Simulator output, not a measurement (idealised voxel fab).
Title: Process Module voxel gate over fins
Displayed cross-section: cut, width of 235 nm, square cells sized 5 nm.
Cross-section = grid of square cells, listed top down in bands; band = one or more rows. What a band's entry tells you: where the top is and where the bottom is, as heights in nm, and after that what lies inside, material by material from left to right, each with its width in nm. Empty space is written as the word "empty", and a single material marked with the word "full width" occupies the band from edge to edge. Note: height 0 marks the level under which the wafer is uniformly one material as received. Lowest band unbounded below, written "0..down". The two numbers in a width such as "30 to 40" mark its ends across the band: the first belongs to the top row of cells, the second to the bottom row, and from each row to the next the width moves by the same amount. Step note "same as before" = no cross-section cell changed. The entry "Completely sealed voids" lists the empty spaces that cover at least 8 cells and have no open path to the top. Each is written as width x height at distance, where the distance is measured from the left edge and all three values are in nm. Text after the settings on a step's line: the simulator's own remark on that step. Each step line may optionally specify "overlay nm", which for a step with a mask gives the rightward distance between the mask's planned place and where it lay, a negative value indicating the leftward direction.
## The process steps that were planned are listed below
step 1: RECEIVE | material Si
step 2: CONFORMAL_DEP | material SiN | thk nm 10
step 3: MASKED_ETCH | tone cover | mask id FINS | width nm 15 | pitch nm 50 | etch materials SiN | depth nm 10 | overlay nm 0
step 4: MASKED_ETCH | tone cover | mask id FINS | width nm 15 | pitch nm 50 | etch materials Si | depth nm 30 | overlay nm 0
step 5: OXIDIZE | depth nm 5
step 6: FILL_DEP | material SiO2 | thk nm 10
step 7: CMP | height nm 10
step 8: PATTERN | tone open | mask id RAIL | material resist | width nm 15 | thk nm 15 | overlay nm 0
step 9: DIRECTIONAL_ETCH | etch materials SiO2 | depth nm 35
step 10: STRIP | etch materials resist
step 11: CONFORMAL_DEP | material TiN | thk nm 5
step 12: FILL_DEP | material W | thk nm 5
step 13: CMP | height nm 10
step 14: SELECTIVE_ETCH | etch materials W Ru TiN | depth nm 30
step 15: FILL_DEP | material SiO2 | thk nm 5
step 16: CMP | height nm 10
step 17: SELECTIVE_ETCH | etch materials SiO2 | depth nm 20
step 18: STRIP | etch materials SiN
step 19: CONFORMAL_DEP | material HfO2 | thk nm 5
step 20: CONFORMAL_DEP | material TiN | thk nm 5
step 21: CONFORMAL_DEP | material TiAl | thk nm 5
step 22: CONFORMAL_DEP | material TiN | thk nm 5
step 23: FILL_DEP | material W | thk nm 10
step 24: CMP | height nm 25
step 25: CONFORMAL_DEP | material SiN | thk nm 5
## Cross-section, incoming material, after step 1
0..down | Si full width
Completely sealed voids: none
## Post-module cross-section of the first of two wafers (run per plan)
30..25 | SiN full width
25..20 | W full width
20..15 | 20 of W, then 45 of TiN, then 5 of W, then 45 of TiN, then 5 of W, then 45 of TiN, then 5 of W, then 45 of TiN, then 20 of W
15..10 | 20 of W, then 5 of TiN, then 35 of TiAl, then 5 of TiN, then 5 of W, then 5 of TiN, then 35 of TiAl, then 5 of TiN, then 5 of W, then 5 of TiN, then 35 of TiAl, then 5 of TiN, then 5 of W, then 5 of TiN, then 35 of TiAl, then 5 of TiN, then 20 of W
10..5 | 25 of TiN, then 5 of TiAl, then 25 of TiN, then 5 of TiAl, then 15 of TiN, then 5 of TiAl, then 25 of TiN, then 5 of TiAl, then 15 of TiN, then 5 of TiAl, then 25 of TiN, then 5 of TiAl, then 15 of TiN, then 5 of TiAl, then 25 of TiN, then 5 of TiAl, then 25 of TiN
5..0 | 30 of TiAl, then 5 of TiN, then 15 of HfO2, then 5 of TiN, then 25 of TiAl, then 5 of TiN, then 15 of HfO2, then 5 of TiN, then 25 of TiAl, then 5 of TiN, then 15 of HfO2, then 5 of TiN, then 25 of TiAl, then 5 of TiN, then 15 of HfO2, then 5 of TiN, then 30 of TiAl
0..-5 | 35 of TiN, then 5 of HfO2, then 5 of Si, then 5 of HfO2, then 35 of TiN, then 5 of HfO2, then 5 of Si, then 5 of HfO2, then 35 of TiN, then 5 of HfO2, then 5 of Si, then 5 of HfO2, then 35 of TiN, then 5 of HfO2, then 5 of Si, then 5 of HfO2, then 35 of TiN
-5..-10 | 40 of HfO2, then 5 of Si, then 45 of HfO2, then 5 of Si, then 45 of HfO2, then 5 of Si, then 45 of HfO2, then 5 of Si, then 40 of HfO2
-10..-20 | 40 of SiO2, then 5 of Si, then 45 of SiO2, then 5 of Si, then 45 of SiO2, then 5 of Si, then 45 of SiO2, then 5 of Si, then 40 of SiO2
-20..-25 | 40 of SiO2, then 5 of Si, then 15 of SiO2, then 15 of TiN, then 15 of SiO2, then 5 of Si, then 45 of SiO2, then 5 of Si, then 45 of SiO2, then 5 of Si, then 40 of SiO2
-25..-35 | 40 of SiO2, then 5 of Si, then 45 of SiO2, then 5 of Si, then 45 of SiO2, then 5 of Si, then 45 of SiO2, then 5 of Si, then 40 of SiO2
-35..down | Si full width
Completely sealed voids: none
## Presented here is a cross-section of the second of the two wafers as it stood at the end of the module. It was started in the same manner and assigned the same plan as the first wafer; however, one mistake was made in its execution
30..25 | SiN full width
25..20 | W full width
20..15 | TiN full width
15..10 | TiAl full width
10..5 | TiN full width
5..0 | HfO2 full width
0..-20 | 40 of SiO2, then 5 of Si, then 45 of SiO2, then 5 of Si, then 45 of SiO2, then 5 of Si, then 45 of SiO2, then 5 of Si, then 40 of SiO2
-20..-25 | 40 of SiO2, then 5 of Si, then 15 of SiO2, then 15 of TiN, then 15 of SiO2, then 5 of Si, then 45 of SiO2, then 5 of Si, then 45 of SiO2, then 5 of Si, then 40 of SiO2
-25..-35 | 40 of SiO2, then 5 of Si, then 45 of SiO2, then 5 of Si, then 45 of SiO2, then 5 of Si, then 45 of SiO2, then 5 of Si, then 40 of SiO2
-35..down | Si full width
Completely sealed voids: none
Heads up, the wafer didn't run the way we planned it: heads up, step 17 didn't go per plan, it actually ran as SELECTIVE_ETCH | etch materials SiO2 | depth nm 10
End check, counted in cells, second wafer has more or fewer of these materials than the first: HfO2: 16 fewer | SiO2: 86 more | TiAl: 16 fewer | TiN: 32 fewer | W: 22 fewer
